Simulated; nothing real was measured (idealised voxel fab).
Process module in this document: voxel fin reveal
Section shown: cut. Width: 155 nm. Cell size: 5 nm, square.
Cross-section = grid of square cells, listed top down in bands; band = one or more rows.
Within each band entry, the heights of the top and of the bottom of the band appear first, in that order and in nm; the materials of the band then follow from left to right, each with its corresponding width in nm. The designation "edge to edge" on a single material indicates that it fills the band from edge to edge; the designation "blank" indicates empty space.
For the purposes of this specification, 0 denotes the height below which the wafer in its as-received condition is composed wholly of one material, and the lowermost band, lacking a lower limit, extends downward without end, as expressed in "from 0 down".
A width such as "30 to 40" changes by the same amount from each row of cells to the next, from the band's top row to its bottom row.
"left unchanged" (step): cross-section cells unchanged, all of them.
For the entry "Closed void table", the listed items are empty spaces with no open way to the top whose size is 8 cells or more; each item follows the pattern width x height at distance, where distance is from the left edge and all three are in nm.
Post-settings text on a step line: simulator's own remark regarding the step.
You can add "overlay nm" to a step's line. For a step with a mask, it describes how far the mask lay to the right of its planned position, and a negative number describes a lay to the left.
-- List of planned process steps
1) RECEIVE | material Si
2) CONFORMAL_DEP | material SiN | thk nm 5
3) MASKED_ETCH | tone cover | mask id FINS | width nm 15 | pitch nm 40 | etch materials SiN | depth nm 5 | overlay nm 0
4) MASKED_ETCH | tone cover | mask id FINS | width nm 15 | pitch nm 40 | etch materials Si | depth nm 35 | overlay nm 0
5) OXIDIZE | depth nm 5
6) FILL_DEP | material SiO2 | thk nm 10
7) CMP | height nm 5
8) SELECTIVE_ETCH | etch materials SiO2 | depth nm 30
9) STRIP | etch materials SiN
-- First of the two wafers, run per plan
-- As-received state of the wafer in cross-section, equivalent to post-step 1
from 0 down: Si edge to edge
Closed void table: none
-- Upon completion of step 2, the wafer appears in cross-section as shown
from 5 to 0: SiN edge to edge
Note: structure below 0 unchanged.
-- Upon completion of step 3, the wafer appears in cross-section as shown
from 5 to 0: 30 nm blank; 15 nm SiN; 25 nm blank; 15 nm SiN; 25 nm blank; 15 nm SiN; 30 nm blank
Note: structure below 0 unchanged.
-- Upon completion of step 4, the wafer appears in cross-section as shown
from 5 to 0: 30 nm blank; 15 nm SiN; 25 nm blank; 15 nm SiN; 25 nm blank; 15 nm SiN; 30 nm blank
from 0 to -35: 30 nm blank; 15 nm Si; 25 nm blank; 15 nm Si; 25 nm blank; 15 nm Si; 30 nm blank
Note: structure below -35 unchanged.
-- Upon completion of step 5, the wafer appears in cross-section as shown
from 5 to 0: 30 nm blank; 15 nm SiN; 25 nm blank; 15 nm SiN; 25 nm blank; 15 nm SiN; 30 nm blank
from 0 to -35: 30 nm blank; 5 nm SiO2; 5 nm Si; 5 nm SiO2; 25 nm blank; 5 nm SiO2; 5 nm Si; 5 nm SiO2; 25 nm blank; 5 nm SiO2; 5 nm Si; 5 nm SiO2; 30 nm blank
from -35 to -40: 35 nm SiO2; 5 nm Si; 35 nm SiO2; 5 nm Si; 35 nm SiO2; 5 nm Si; 35 nm SiO2
Note: structure below -40 unchanged.
-- Upon completion of step 6, the wafer appears in cross-section as shown
from 15 to 5: SiO2 edge to edge
from 5 to 0: 30 nm SiO2; 15 nm SiN; 25 nm SiO2; 15 nm SiN; 25 nm SiO2; 15 nm SiN; 30 nm SiO2
from 0 to -40: 35 nm SiO2; 5 nm Si; 35 nm SiO2; 5 nm Si; 35 nm SiO2; 5 nm Si; 35 nm SiO2
Note: structure below -40 unchanged.
-- Upon completion of step 7, the wafer appears in cross-section as shown
from 5 to 0: 30 nm SiO2; 15 nm SiN; 25 nm SiO2; 15 nm SiN; 25 nm SiO2; 15 nm SiN; 30 nm SiO2
Note: structure below 0 unchanged.
-- Upon completion of step 8, the wafer appears in cross-section as shown
from 5 to 0: 30 nm blank; 15 nm SiN; 25 nm blank; 15 nm SiN; 25 nm blank; 15 nm SiN; 30 nm blank
from 0 to -25: 35 nm blank; 5 nm Si; 35 nm blank; 5 nm Si; 35 nm blank; 5 nm Si; 35 nm blank
Note: structure below -25 unchanged.
-- Upon completion of step 9, the wafer appears in cross-section as shown
from 0 to -25: 35 nm blank; 5 nm Si; 35 nm blank; 5 nm Si; 35 nm blank; 5 nm Si; 35 nm blank
Note: structure below -25 unchanged.
-- Second Wafer (Identical Start and Plan, One Processing Error; Matches First Wafer Through Step 2)
-- Look at the second wafer in cross-section at the time step 3 ought to have finished
from 5 to 0: 25 nm blank; 25 nm SiN; 15 nm blank; 25 nm SiN; 15 nm blank; 25 nm SiN; 25 nm blank
Note: structure below 0 unchanged.
-- Look at the second wafer in cross-section at the time step 4 ought to have finished
from 5 to 0: 25 nm blank; 25 nm SiN; 15 nm blank; 25 nm SiN; 15 nm blank; 25 nm SiN; 25 nm blank
from 0 to -35: 25 nm blank; 25 nm Si; 15 nm blank; 25 nm Si; 15 nm blank; 25 nm Si; 25 nm blank
Note: structure below -35 unchanged.
-- Look at the second wafer in cross-section at the time step 5 ought to have finished
from 5 to 0: 25 nm blank; 25 nm SiN; 15 nm blank; 25 nm SiN; 15 nm blank; 25 nm SiN; 25 nm blank
from 0 to -35: 25 nm blank; 5 nm SiO2; 15 nm Si; 5 nm SiO2; 15 nm blank; 5 nm SiO2; 15 nm Si; 5 nm SiO2; 15 nm blank; 5 nm SiO2; 15 nm Si; 5 nm SiO2; 25 nm blank
from -35 to -40: 30 nm SiO2; 15 nm Si; 25 nm SiO2; 15 nm Si; 25 nm SiO2; 15 nm Si; 30 nm SiO2
Note: structure below -40 unchanged.
-- Look at the second wafer in cross-section at the time step 6 ought to have finished
from 15 to 5: SiO2 edge to edge
from 5 to 0: 25 nm SiO2; 25 nm SiN; 15 nm SiO2; 25 nm SiN; 15 nm SiO2; 25 nm SiN; 25 nm SiO2
from 0 to -40: 30 nm SiO2; 15 nm Si; 25 nm SiO2; 15 nm Si; 25 nm SiO2; 15 nm Si; 30 nm SiO2
Note: structure below -40 unchanged.
-- Look at the second wafer in cross-section at the time step 7 ought to have finished
from 5 to 0: 25 nm SiO2; 25 nm SiN; 15 nm SiO2; 25 nm SiN; 15 nm SiO2; 25 nm SiN; 25 nm SiO2
Note: structure below 0 unchanged.
-- Look at the second wafer in cross-section at the time step 8 ought to have finished
from 5 to 0: 25 nm blank; 25 nm SiN; 15 nm blank; 25 nm SiN; 15 nm blank; 25 nm SiN; 25 nm blank
from 0 to -25: 30 nm blank; 15 nm Si; 25 nm blank; 15 nm Si; 25 nm blank; 15 nm Si; 30 nm blank
Note: structure below -25 unchanged.
-- Look at the second wafer in cross-section at the time step 9 ought to have finished
from 0 to -25: 30 nm blank; 15 nm Si; 25 nm blank; 15 nm Si; 25 nm blank; 15 nm Si; 30 nm blank
Note: structure below -25 unchanged.
It is concluded that the wafer was processed incorrectly with respect to the plan, in that step 3 deviated from plan and actually ran as MASKED_ETCH | tone cover | mask id FINS | width nm 25 | pitch nm 40 | etch materials SiN | depth nm 5 | overlay nm 0
Count the cells at the end and the second wafer has more or fewer of some materials than the first: Si: 48 more, SiO2: 18 fewer
